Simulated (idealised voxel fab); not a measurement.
The document below concerns the process module designated voxel tone inversion.
We display cut, a cross-section 245 nm in width whose square cells are each 5 nm.
Cross-section, as written here: a square-cell grid given band by band from the top down, where a band holds one or more rows of cells. Band: top and bottom heights (nm) first, top before bottom; then materials from left to right, widths in nm. "full width" marks a sole material filling the band edge to edge. "empty" denotes empty space. Heights are expressed relative to 0, this being the level below which the as-received wafer comprises one material exclusively. The lowest band is unbounded in the downward direction and is denoted as in "0 -> down". Width: "30->40" (first number = top row, second number = bottom row, same change from row to row of cells). Given "same as before" for a step, no cell of the cross-section differs between before and after that step. Heads up: "Enclosed internal voids" only lists the empty pockets with no open path to the top that are 8 cells or more, and it writes them as width x height at distance, distance from the left edge, in nm. Read whatever lies past the settings on a step's line as the simulator's own remark about the step. overlay nm: where the mask lay relative to plan, measured to the right, on steps with a mask; negatives go left.

## Set out below are the planned steps of the process
step 1: RECEIVE (material Si)
step 2: CONFORMAL_DEP (material SiN; thk nm 5)
step 3: DIRECTIONAL_DEP (material polySi; thk nm 15)
step 4: PATTERN (tone cover; mask id POSTS; material resist; width nm 20; pitch nm 40; thk nm 20; overlay nm -15)
step 5: DIRECTIONAL_ETCH (etch materials polySi; depth nm 15)
step 6: STRIP (etch materials resist)
step 7: FILL_DEP (material SiO2; thk nm 5)
step 8: CMP (height nm 20)
step 9: STRIP (etch materials polySi)
Don't read the plan's overlay nm for step 4 as applying to every wafer: that's the first wafer's value, and the wafers differ in it, though they all start identical.

## So this is the first of several wafers, cross-sectioned as it came to us, meaning it's at the end of step 1
  0 -> down | Si full width
  Enclosed internal voids: none

## End of module, by wafer: material-by-material cell gain (+) or loss (-) since receipt, then closed voids
overlay nm -15 | +49 SiN | +99 SiO2 | Enclosed internal voids: none
overlay nm -10 | +49 SiN | +99 SiO2 | Enclosed internal voids: none
overlay nm -5 | +49 SiN | +99 SiO2 | Enclosed internal voids: none
overlay nm 0 | +49 SiN | +99 SiO2 | Enclosed internal voids: none
overlay nm 5 | +49 SiN | +99 SiO2 | Enclosed internal voids: none
overlay nm 10 | +49 SiN | +99 SiO2 | Enclosed internal voids: none
overlay nm 15 | +49 SiN | +99 SiO2 | Enclosed internal voids: none
